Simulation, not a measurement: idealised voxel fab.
Process module in this document: voxel self aligned contacts
The width of the displayed cross-section, cut, is 175 nm; its cells are square, with a size of 5 nm.
In what follows, cross-sections appear as grids of square cells, described through bands that run from the top down, where every band is one or more rows of cells. Band: top height; bottom height; in nm. Then, left to right: material with width in nm, for each material. "everywhere": a single material spanning edge to edge. "blank": empty space. Basically, 0 is our baseline, since under it the wafer straight out of the box is all one material. The bottom band has no lower end and keeps on going down, so it looks like "0 nm and below". A width such as "30 to 40" changes by the same amount from each row of cells to the next, from the band's top row to its bottom row. Given "identical to before" for a step, no cell of the cross-section differs between before and after that step. Closed empty spaces (no open way to the top) of 8 cells or more are what "Unvented internal voids" lists, each as width x height at distance from the left edge, nm for all three. after a step's settings: what the simulator itself notes on the step. What "overlay nm" on a step's line means: if the step has a mask, that mask lay this far to the right of its planned place, or, when the value is negative, to the left. Everything after this point is organized in pairs: a cross-section before one process step, a cross-section after it that shows only as deep as the lowest changed band, and, under the pair, the intervening step with its settings. Because different runs of this module on the same starting wafer can supply different pairs, a pair continues from the pair above it only if its entry headed "Before the step" says so.
Before the step
* 55 nm to 30 nm  SiN everywhere
* 30 nm to 5 nm  polySi everywhere
* 5 nm to 0 nm  SiO2 everywhere
* 0 nm and below  Si everywhere
* Unvented internal voids: none
Step Result
* 55 nm to 30 nm  45 nm blank, then 30 nm SiN, then 35 nm blank, then 30 nm SiN, then 35 nm blank
* Below 30 it's all the same as before, nothing changed down there.
* Unvented internal voids: none
Intermediate step for the cross-sections above: MASKED_ETCH (tone cover; mask id GATE; width nm 30; pitch nm 65; etch materials SiN; depth nm 25; overlay nm 5)
Before the step: the cross-section after the pair above
Step Result
* 55 nm to 30 nm  45 nm blank, then 30 nm SiN, then 35 nm blank, then 30 nm SiN, then 35 nm blank
* 30 nm to 5 nm  40 nm blank, then 35 nm polySi, then 30 nm blank, then 35 nm polySi, then 35 nm blank
* Below 5 it's all the same as before, nothing changed down there.
* Unvented internal voids: none
Intermediate step for the cross-sections above: MASKED_ETCH (tone cover; mask id GATE; width nm 30; pitch nm 65; etch materials polySi; depth nm 25; overlay nm 0)
Before the step: the cross-section after the pair above
Step Result
* 65 nm to 40 nm  35 nm blank, then 50 nm SiN, then 15 nm blank, then 50 nm SiN, then 25 nm blank
* 40 nm to 30 nm  30 nm blank, then 55 nm SiN, then 10 nm blank, then 55 nm SiN, then 25 nm blank
* 30 nm to 15 nm  30 nm blank, then 10 nm SiN, then 35 nm polySi, then 10 nm SiN, then 10 nm blank, then 10 nm SiN, then 35 nm polySi, then 10 nm SiN, then 25 nm blank
* 15 nm to 5 nm  40 nm SiN, then 35 nm polySi, then 30 nm SiN, then 35 nm polySi, then 35 nm SiN
* Below 5 it's all the same as before, nothing changed down there.
* Unvented internal voids: none
Intermediate step for the cross-sections above: CONFORMAL_DEP (material SiN; thk nm 10)
Before the step: the cross-section after the pair above
Step Result
* 55 nm to 30 nm  35 nm blank, then 50 nm SiN, then 15 nm blank, then 50 nm SiN, then 25 nm blank
* 30 nm to 5 nm  30 nm blank, then 10 nm SiN, then 35 nm polySi, then 10 nm SiN, then 10 nm blank, then 10 nm SiN, then 35 nm polySi, then 10 nm SiN, then 25 nm blank
* Below 5 it's all the same as before, nothing changed down there.
* Unvented internal voids: none
Intermediate step for the cross-sections above: DIRECTIONAL_ETCH (etch materials SiN; depth nm 10)
Before the step: the cross-section after the pair above
Step Result
* 65 nm to 55 nm  SiO2 everywhere
* 55 nm to 30 nm  35 nm SiO2, then 50 nm SiN, then 15 nm SiO2, then 50 nm SiN, then 25 nm SiO2
* 30 nm to 5 nm  30 nm SiO2, then 10 nm SiN, then 35 nm polySi, then 10 nm SiN, then 10 nm SiO2, then 10 nm SiN, then 35 nm polySi, then 10 nm SiN, then 25 nm SiO2
* Below 5 it's all the same as before, nothing changed down there.
* Unvented internal voids: none
Intermediate step for the cross-sections above: FILL_DEP (material SiO2; thk nm 10)
Before the step: the cross-section after the pair above
Step Result
* 60 nm to 55 nm  SiO2 everywhere
* Below 55 it's all the same as before, nothing changed down there.
* Unvented internal voids: none
Intermediate step for the cross-sections above: CMP (height nm 60)
Before the step: the cross-section after the pair above
Step Result
* 60 nm to 55 nm  65 nm SiO2, then 45 nm blank, then 65 nm SiO2
* 55 nm to 30 nm  35 nm SiO2, then 50 nm SiN, then 15 nm blank, then 50 nm SiN, then 25 nm SiO2
* 30 nm to 5 nm  30 nm SiO2, then 10 nm SiN, then 35 nm polySi, then 10 nm SiN, then 10 nm blank, then 10 nm SiN, then 35 nm polySi, then 10 nm SiN, then 25 nm SiO2
* 5 nm to 0 nm  85 nm SiO2, then 10 nm blank, then 80 nm SiO2
* Below 0 it's all the same as before, nothing changed down there.
* Unvented internal voids: none
Intermediate step for the cross-sections above: MASKED_ETCH (tone open; mask id CONTACT; width nm 45; etch materials SiO2; depth nm 60; overlay nm 0)
Before the step: the cross-section after the pair above
Step Result
* 65 nm to 60 nm  70 nm TiN, then 35 nm blank, then 70 nm TiN
* 60 nm to 55 nm  65 nm SiO2, then 25 nm TiN, then 5 nm blank, then 15 nm TiN, then 65 nm SiO2
* 55 nm to 35 nm  35 nm SiO2, then 50 nm SiN, then 5 nm TiN, then 5 nm blank, then 5 nm TiN, then 50 nm SiN, then 25 nm SiO2
* 35 nm to 30 nm  35 nm SiO2, then 50 nm SiN, then 15 nm TiN, then 50 nm SiN, then 25 nm SiO2
* 30 nm to 5 nm  30 nm SiO2, then 10 nm SiN, then 35 nm polySi, then 10 nm SiN, then 10 nm TiN, then 10 nm SiN, then 35 nm polySi, then 10 nm SiN, then 25 nm SiO2
* 5 nm to 0 nm  85 nm SiO2, then 10 nm TiN, then 80 nm SiO2
* Below 0 it's all the same as before, nothing changed down there.
* Unvented internal voids: none
Intermediate step for the cross-sections above: CONFORMAL_DEP (material TiN; thk nm 5)
Before the step: the cross-section after the pair above
Step Result
* 70 nm to 65 nm  W everywhere
* 65 nm to 60 nm  70 nm TiN, then 35 nm W, then 70 nm TiN
* 60 nm to 55 nm  65 nm SiO2, then 25 nm TiN, then 5 nm W, then 15 nm TiN, then 65 nm SiO2
* 55 nm to 35 nm  35 nm SiO2, then 50 nm SiN, then 5 nm TiN, then 5 nm W, then 5 nm TiN, then 50 nm SiN, then 25 nm SiO2
* Below 35 it's all the same as before, nothing changed down there.
* Unvented internal voids: none
Intermediate step for the cross-sections above: FILL_DEP (material W; thk nm 5)
Before the step: the cross-section after the pair above
Step Result
* 60 nm to 55 nm  65 nm SiO2, then 25 nm TiN, then 5 nm W, then 15 nm TiN, then 65 nm SiO2
* Below 55 it's all the same as before, nothing changed down there.
* Unvented internal voids: none
Intermediate step for the cross-sections above: CMP (height nm 60)
Before the step: the cross-section after the pair above
Step Result
* 65 nm to 60 nm  SiN everywhere
* Below 60 it's all the same as before, nothing changed down there.
* Unvented internal voids: none
Intermediate step for the cross-sections above: CONFORMAL_DEP (material SiN; thk nm 5)
Before the step
* 5 nm to 0 nm  SiO2 everywhere
* 0 nm and below  Si everywhere
* Unvented internal voids: none
Step Result
* 30 nm to 0 nm  SiO2 everywhere
* Below 0 it's all the same as before, nothing changed down there.
* Unvented internal voids: none
Intermediate step for the cross-sections above: DIRECTIONAL_DEP (material SiO2; thk nm 25)
Before the step: the cross-section after the pair above
Step Result
* 55 nm to 30 nm  SiN everywhere
* Below 30 it's all the same as before, nothing changed down there.
* Unvented internal voids: none
Intermediate step for the cross-sections above: DIRECTIONAL_DEP (material SiN; thk nm 25)
Before the step: the cross-section after the pair above
Step Result
* 55 nm to 30 nm  40 nm blank, then 30 nm SiN, then 35 nm blank, then 30 nm SiN, then 40 nm blank
* Below 30 it's all the same as before, nothing changed down there.
* Unvented internal voids: none
Intermediate step for the cross-sections above: MASKED_ETCH (tone cover; mask id GATE; width nm 30; pitch nm 65; etch materials SiN; depth nm 25; overlay nm 0)
Before the step: the cross-section after the pair above
Step Result
* 65 nm to 40 nm  30 nm blank, then 50 nm SiN, then 15 nm blank, then 50 nm SiN, then 30 nm blank
* 40 nm to 30 nm  SiN everywhere
* Below 30 it's all the same as before, nothing changed down there.
* Unvented internal voids: none
Intermediate step for the cross-sections above: CONFORMAL_DEP (material SiN; thk nm 10)
Before the step: the cross-section after the pair above
Step Result
* 55 nm to 30 nm  30 nm blank, then 50 nm SiN, then 15 nm blank, then 50 nm SiN, then 30 nm blank
* Below 30 it's all the same as before, nothing changed down there.
* Unvented internal voids: none
Intermediate step for the cross-sections above: DIRECTIONAL_ETCH (etch materials SiN; depth nm 10)
Before the step: the cross-section after the pair above
Step Result
* 65 nm to 55 nm  SiO2 everywhere
* 55 nm to 30 nm  30 nm SiO2, then 50 nm SiN, then 15 nm SiO2, then 50 nm SiN, then 30 nm SiO2
* Below 30 it's all the same as before, nothing changed down there.
* Unvented internal voids: none
Intermediate step for the cross-sections above: FILL_DEP (material SiO2; thk nm 10)
Before the step: the cross-section after the pair above
Step Result
* 60 nm to 55 nm  SiO2 everywhere
* Below 55 it's all the same as before, nothing changed down there.
* Unvented internal voids: none
Intermediate step for the cross-sections above: CMP (height nm 60)
Before the step: the cross-section after the pair above
Step Result
* 60 nm to 55 nm  65 nm SiO2, then 45 nm blank, then 65 nm SiO2
* 55 nm to 30 nm  30 nm SiO2, then 50 nm SiN, then 15 nm blank, then 50 nm SiN, then 30 nm SiO2
* 30 nm to 0 nm  80 nm SiO2, then 15 nm blank, then 80 nm SiO2
* Below 0 it's all the same as before, nothing changed down there.
* Unvented internal voids: none
Intermediate step for the cross-sections above: MASKED_ETCH (tone open; mask id CONTACT; width nm 45; etch materials SiO2; depth nm 60; overlay nm 0)
Before the step: the cross-section after the pair above
Step Result
* 65 nm to 60 nm  70 nm TiN, then 35 nm blank, then 70 nm TiN
* 60 nm to 55 nm  65 nm SiO2, then 20 nm TiN, then 5 nm blank, then 20 nm TiN, then 65 nm SiO2
* 55 nm to 30 nm  30 nm SiO2, then 50 nm SiN, then 5 nm TiN, then 5 nm blank, then 5 nm TiN, then 50 nm SiN, then 30 nm SiO2
* 30 nm to 5 nm  80 nm SiO2, then 5 nm TiN, then 5 nm blank, then 5 nm TiN, then 80 nm SiO2
* 5 nm to 0 nm  80 nm SiO2, then 15 nm TiN, then 80 nm SiO2
* Below 0 it's all the same as before, nothing changed down there.
* Unvented internal voids: none
Intermediate step for the cross-sections above: CONFORMAL_DEP (material TiN; thk nm 5)
Before the step: the cross-section after the pair above
Step Result
* 70 nm to 65 nm  W everywhere
* 65 nm to 60 nm  70 nm TiN, then 35 nm W, then 70 nm TiN
* 60 nm to 55 nm  65 nm SiO2, then 20 nm TiN, then 5 nm W, then 20 nm TiN, then 65 nm SiO2
* 55 nm to 30 nm  30 nm SiO2, then 50 nm SiN, then 5 nm TiN, then 5 nm W, then 5 nm TiN, then 50 nm SiN, then 30 nm SiO2
* 30 nm to 5 nm  80 nm SiO2, then 5 nm TiN, then 5 nm W, then 5 nm TiN, then 80 nm SiO2
* Below 5 it's all the same as before, nothing changed down there.
* Unvented internal voids: none
Intermediate step for the cross-sections above: FILL_DEP (material W; thk nm 5)
Before the step: the cross-section after the pair above
Step Result
* 60 nm to 55 nm  65 nm SiO2, then 20 nm TiN, then 5 nm W, then 20 nm TiN, then 65 nm SiO2
* Below 55 it's all the same as before, nothing changed down there.
* Unvented internal voids: none
Intermediate step for the cross-sections above: CMP (height nm 60)
Before the step: the cross-section after the pair above
Step Result
* 65 nm to 60 nm  SiN everywhere
* Below 60 it's all the same as before, nothing changed down there.
* Unvented internal voids: none
Intermediate step for the cross-sections above: CONFORMAL_DEP (material SiN; thk nm 5)
Before the step
* 55 nm to 30 nm  SiN everywhere
* 30 nm to 5 nm  polySi everywhere
* 5 nm to 0 nm  SiO2 everywhere
* 0 nm and below  Si everywhere
* Unvented internal voids: none
Step Result
* 55 nm to 30 nm  40 nm SiN, then 30 nm blank, then 35 nm SiN, then 30 nm blank, then 40 nm SiN
* Below 30 it's all the same as before, nothing changed down there.
* Unvented internal voids: none
Intermediate step for the cross-sections above: MASKED_ETCH (tone open; mask id GATE; width nm 30; pitch nm 65; etch materials SiN; depth nm 25; overlay nm 0)
Before the step: the cross-section after the pair above
Step Result
* 65 nm to 40 nm  50 nm SiN, then 10 nm blank, then 55 nm SiN, then 10 nm blank, then 50 nm SiN
* 40 nm to 30 nm  SiN everywhere
* Below 30 it's all the same as before, nothing changed down there.
* Unvented internal voids: none
Intermediate step for the cross-sections above: CONFORMAL_DEP (material SiN; thk nm 10)
Before the step: the cross-section after the pair above
Step Result
* 55 nm to 30 nm  50 nm SiN, then 10 nm blank, then 55 nm SiN, then 10 nm blank, then 50 nm SiN
* Below 30 it's all the same as before, nothing changed down there.
* Unvented internal voids: none
Intermediate step for the cross-sections above: DIRECTIONAL_ETCH (etch materials SiN; depth nm 10)
Before the step: the cross-section after the pair above
Step Result
* 65 nm to 55 nm  SiO2 everywhere
* 55 nm to 30 nm  50 nm SiN, then 10 nm SiO2, then 55 nm SiN, then 10 nm SiO2, then 50 nm SiN
* Below 30 it's all the same as before, nothing changed down there.
* Unvented internal voids: none
Intermediate step for the cross-sections above: FILL_DEP (material SiO2; thk nm 10)
Before the step: the cross-section after the pair above
Step Result
* 60 nm to 55 nm  SiO2 everywhere
* Below 55 it's all the same as before, nothing changed down there.
* Unvented internal voids: none
Intermediate step for the cross-sections above: CMP (height nm 60)
Before the step: the cross-section after the pair above
Step Result
* 60 nm to 55 nm  65 nm SiO2, then 45 nm blank, then 65 nm SiO2
* Below 55 it's all the same as before, nothing changed down there.
* Unvented internal voids: none
Intermediate step for the cross-sections above: MASKED_ETCH (tone open; mask id CONTACT; width nm 45; etch materials SiO2; depth nm 60; overlay nm 0)
Before the step: the cross-section after the pair above
Step Result
* 65 nm to 60 nm  70 nm TiN, then 35 nm blank, then 70 nm TiN
* 60 nm to 55 nm  65 nm SiO2, then 45 nm TiN, then 65 nm SiO2
* Below 55 it's all the same as before, nothing changed down there.
* Unvented internal voids: none
Intermediate step for the cross-sections above: CONFORMAL_DEP (material TiN; thk nm 5)
Before the step: the cross-section after the pair above
Step Result
* 70 nm to 65 nm  W everywhere
* 65 nm to 60 nm  70 nm TiN, then 35 nm W, then 70 nm TiN
* Below 60 it's all the same as before, nothing changed down there.
* Unvented internal voids: none
Intermediate step for the cross-sections above: FILL_DEP (material W; thk nm 5)
Before the step: the cross-section after the pair above
Step Result
* 60 nm to 55 nm  65 nm SiO2, then 45 nm TiN, then 65 nm SiO2
* Below 55 it's all the same as before, nothing changed down there.
* Unvented internal voids: none
Intermediate step for the cross-sections above: CMP (height nm 60)
Before the step: the cross-section after the pair above
Step Result
* 65 nm to 60 nm  SiN everywhere
* Below 60 it's all the same as before, nothing changed down there.
* Unvented internal voids: none
Intermediate step for the cross-sections above: CONFORMAL_DEP (material SiN; thk nm 5)
